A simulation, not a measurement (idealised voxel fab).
process module | voxel wiring stack
cross-section cut | 290 nm wide | cells 5 nm
A cross-section is a grid of square cells, given in bands from the top down. A band is one or more rows of cells.
Each band's line starts with the height of the band's top and of its bottom, in nm. Then come its materials from left to right, each with its width in nm. One material with "throughout" fills the band from edge to edge. "air" is empty space.
Height 0 is the level under which the wafer as received is all one material. The lowest band goes on downwards, as in "0 down".
A width such as "30 to 40" changes by the same amount from each row of cells to the next, from the band's top row to its bottom row.
"no change" after a step means that no cell of the cross-section changed.
closed voids: empty space of 8 cells or more with no open way to the top, each as width x height at its distance from the left edge, in nm
after a step's settings: what the simulator itself notes on the step
overlay nm, on a step with a mask: how far to the right of its planned place the mask lay; to the left if negative
plan
1 op RECEIVE | material Si
2 op CONFORMAL_DEP | material SiO2 | thk nm 15
3 op CONFORMAL_DEP | material SiCN | thk nm 5
4 op DIRECTIONAL_DEP | material SiO2 | thk nm 20
5 op PATTERN | tone open | mask id METAL_1 | material resist | width nm 30 | pitch nm 50 | thk nm 15 | overlay nm 0
6 op DIRECTIONAL_ETCH | etch materials SiO2 | depth nm 20
7 op DIRECTIONAL_ETCH | etch materials SiCN | depth nm 5
8 op STRIP | etch materials resist
9 op CONFORMAL_DEP | material TiN | thk nm 5
10 op FILL_DEP | material Cu | thk nm 5
11 op CMP | height nm 40
12 op EPI | material Ru | thk nm 5
13 op FILL_DEP | material SiCN | thk nm 5
14 op DIRECTIONAL_DEP | material lowk | thk nm 20
15 op DIRECTIONAL_DEP | material aC | thk nm 15
16 op PATTERN | tone open | mask id PLUG_1 | material resist | width nm 15 | pitch nm 50 | thk nm 35 | overlay nm 0
17 op DIRECTIONAL_ETCH | etch materials aC | depth nm 15
18 op STRIP | etch materials resist
19 op DIRECTIONAL_ETCH | etch materials lowk | depth nm 20
20 op DIRECTIONAL_ETCH | etch materials SiCN | depth nm 5
21 op STRIP | etch materials aC
22 op CONFORMAL_DEP | material TiN | thk nm 5
23 op FILL_DEP | material Ru | thk nm 5
24 op CMP | height nm 70
25 op CONFORMAL_DEP | material SiN | thk nm 5
26 op DIRECTIONAL_DEP | material lowk | thk nm 15
27 op MASKED_ETCH | tone open | mask id METAL_2 | width nm 30 | pitch nm 50 | etch materials lowk | depth nm 15 | overlay nm 0
28 op MASKED_ETCH | tone open | mask id METAL_2 | width nm 30 | pitch nm 50 | etch materials SiN | depth nm 5 | overlay nm 0
29 op CONFORMAL_DEP | material TiN | thk nm 5
30 op FILL_DEP | material Cu | thk nm 10
31 op CMP | height nm 90
32 op CONFORMAL_DEP | material SiCN | thk nm 5
as received, after step 1
  0 down: Si throughout
  closed voids: none
first wafer at the end, as planned
  95 to 90: SiCN throughout
  90 to 75: lowk 55 | TiN 5 | Cu 20 | TiN 5 | lowk 20 | TiN 5 | Cu 20 | TiN 5 | lowk 20 | TiN 5 | Cu 20 | TiN 5 | lowk 20 | TiN 5 | Cu 20 | TiN 5 | lowk 55
  75 to 70: SiN 55 | TiN 30 | SiN 20 | TiN 30 | SiN 20 | TiN 30 | SiN 20 | TiN 30 | SiN 55
  70 to 50: lowk 55 | TiN 5 | Ru 5 | TiN 5 | lowk 35 | TiN 5 | Ru 5 | TiN 5 | lowk 35 | TiN 5 | Ru 5 | TiN 5 | lowk 35 | TiN 5 | Ru 5 | TiN 5 | lowk 70
  50 to 45: SiCN 55 | TiN 15 | SiCN 35 | TiN 15 | SiCN 35 | TiN 15 | SiCN 35 | TiN 15 | SiCN 70
  45 to 40: SiCN 50 | Ru 40 | SiCN 10 | Ru 40 | SiCN 10 | Ru 40 | SiCN 10 | Ru 40 | SiCN 50
  40 to 20: SiO2 55 | TiN 5 | Cu 20 | TiN 5 | SiO2 20 | TiN 5 | Cu 20 | TiN 5 | SiO2 20 | TiN 5 | Cu 20 | TiN 5 | SiO2 20 | TiN 5 | Cu 20 | TiN 5 | SiO2 55
  20 to 15: SiCN 55 | TiN 30 | SiCN 20 | TiN 30 | SiCN 20 | TiN 30 | SiCN 20 | TiN 30 | SiCN 55
  15 to 0: SiO2 throughout
  0 down: Si throughout
  closed voids: none
second wafer at the end: like start, like plan, one mistake
  95 to 90: SiCN throughout
  90 to 75: lowk 55 | TiN 5 | Cu 20 | TiN 5 | lowk 20 | TiN 5 | Cu 20 | TiN 5 | lowk 20 | TiN 5 | Cu 20 | TiN 5 | lowk 20 | TiN 5 | Cu 20 | TiN 5 | lowk 55
  75 to 70: SiN 55 | TiN 30 | SiN 20 | TiN 30 | SiN 20 | TiN 30 | SiN 20 | TiN 30 | SiN 55
  70 to 50: lowk 55 | TiN 5 | Ru 5 | TiN 5 | lowk 35 | TiN 5 | Ru 5 | TiN 5 | lowk 35 | TiN 5 | Ru 5 | TiN 5 | lowk 35 | TiN 5 | Ru 5 | TiN 5 | lowk 70
  50 to 45: SiCN 55 | TiN 15 | SiCN 35 | TiN 15 | SiCN 35 | TiN 15 | SiCN 35 | TiN 15 | SiCN 70
  45 to 40: SiCN 50 | Ru 40 | SiCN 10 | Ru 40 | SiCN 10 | Ru 40 | SiCN 10 | Ru 40 | SiCN 50
  40 to 35: SiCN 55 | TiN 30 | SiCN 20 | TiN 30 | SiCN 20 | TiN 30 | SiCN 20 | TiN 30 | SiCN 55
  35 to 0: SiO2 throughout
  0 down: Si throughout
  closed voids: none
what went wrong: steps 3 and 4 were swapped
at the end the second wafer has, in cells: 64 fewer of Cu | 96 more of SiO2 | 32 fewer of TiN
